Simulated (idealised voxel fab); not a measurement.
A process module follows: voxel lift off.
The cross-section on display is named cut; it measures 230 nm wide, and its cells are 5 nm squares.
Each cross-section below is a grid of square cells, stated as bands in top-down order, with one or more rows of cells making up each band.
A band entry consists of two parts. The first gives the height of the band's top and the height of its bottom, in nm. The rest lists the band's materials from left to right, each with its width in nm. A single material labelled with the word "everywhere" fills the band from edge to edge, and the word "air" marks empty space.
Height 0 is the level under which the wafer as received is all one material. The lowest band goes on downwards, as in "0 -> down".
The two numbers in a width such as "30->40" mark its ends across the band: the first belongs to the top row of cells, the second to the bottom row, and from each row to the next the width moves by the same amount.
"remained the same" (step): cross-section cells unchanged, all of them.
What "Voids, fully enclosed" gives you is every empty space of 8 cells or more that is cut off from the top. Each appears as width x height at distance, with the distance taken from the left edge and width, height and distance all in nm.
What comes after the settings on a step's line is commentary from the simulator itself on that step.
overlay nm, on a step with a mask: how far to the right of its planned place the mask lay; to the left if negative

### Process steps (planned)
step 1: RECEIVE | material Si
step 2: CONFORMAL_DEP | material SiN | thk nm 15
step 3: PATTERN | tone open | mask id LINES | material resist | width nm 25 | pitch nm 55 | thk nm 15 | overlay nm 0
step 4: DIRECTIONAL_DEP | material Ru | thk nm 5
step 5: STRIP | etch materials resist
step 6: CONFORMAL_DEP | material SiO2 | thk nm 10

### Of two wafers, the first: run according to plan

### Delivered wafer in cross-section: state after step 1
    0 -> down = Si everywhere
    Voids, fully enclosed: none

### Cross-section of the wafer subsequent to step 2
    15 -> 0 = SiN everywhere
    Note: structure below 0 unchanged.

### Cross-section of the wafer subsequent to step 3
    30 -> 15 = 45 of resist; 25 of air; 30 of resist; 25 of air; 30 of resist; 25 of air; 50 of resist
    Note: structure below 15 unchanged.

### Cross-section of the wafer subsequent to step 4
    35 -> 30 = 45 of Ru; 25 of air; 30 of Ru; 25 of air; 30 of Ru; 25 of air; 50 of Ru
    30 -> 20 = 45 of resist; 25 of air; 30 of resist; 25 of air; 30 of resist; 25 of air; 50 of resist
    20 -> 15 = 45 of resist; 25 of Ru; 30 of resist; 25 of Ru; 30 of resist; 25 of Ru; 50 of resist
    Note: structure below 15 unchanged.

### Cross-section of the wafer subsequent to step 5
    20 -> 15 = 45 of air; 25 of Ru; 30 of air; 25 of Ru; 30 of air; 25 of Ru; 50 of air
    Note: structure below 15 unchanged.

### Cross-section of the wafer subsequent to step 6
    30 -> 25 = 35 of air; 45 of SiO2; 10 of air; 45 of SiO2; 10 of air; 45 of SiO2; 40 of air
    25 -> 20 = SiO2 everywhere
    20 -> 15 = 45 of SiO2; 25 of Ru; 30 of SiO2; 25 of Ru; 30 of SiO2; 25 of Ru; 50 of SiO2
    Note: structure below 15 unchanged.

### Regarding the second of the two wafers: it shared the first wafer's starting condition and process plan, yet one error occurred during its execution. Its history coincides with that of the first wafer up to and including step 1

### Cross-section of the second wafer at the time by which step 2 should have been completed according to the plan
    15 -> 0 = Ru everywhere
    Note: structure below 0 unchanged.

### Cross-section of the second wafer at the time by which step 3 should have been completed according to the plan
    30 -> 15 = 45 of resist; 25 of air; 30 of resist; 25 of air; 30 of resist; 25 of air; 50 of resist
    Note: structure below 15 unchanged.

### Cross-section of the second wafer at the time by which step 4 should have been completed according to the plan
    35 -> 30 = 45 of Ru; 25 of air; 30 of Ru; 25 of air; 30 of Ru; 25 of air; 50 of Ru
    30 -> 20 = 45 of resist; 25 of air; 30 of resist; 25 of air; 30 of resist; 25 of air; 50 of resist
    20 -> 15 = 45 of resist; 25 of Ru; 30 of resist; 25 of Ru; 30 of resist; 25 of Ru; 50 of resist
    Note: structure below 15 unchanged.

### Cross-section of the second wafer at the time by which step 5 should have been completed according to the plan
    20 -> 15 = 45 of air; 25 of Ru; 30 of air; 25 of Ru; 30 of air; 25 of Ru; 50 of air
    Note: structure below 15 unchanged.

### Cross-section of the second wafer at the time by which step 6 should have been completed according to the plan
    30 -> 25 = 35 of air; 45 of SiO2; 10 of air; 45 of SiO2; 10 of air; 45 of SiO2; 40 of air
    25 -> 20 = SiO2 everywhere
    20 -> 15 = 45 of SiO2; 25 of Ru; 30 of SiO2; 25 of Ru; 30 of SiO2; 25 of Ru; 50 of SiO2
    Note: structure below 15 unchanged.
What was the processing mistake? heads up, step 2 didn't go per plan, it actually ran as CONFORMAL_DEP | material Ru | thk nm 15
Wafer comparison, final, in cells, second relative to first, materials more or fewer: Ru: 138 more | SiN: 138 fewer
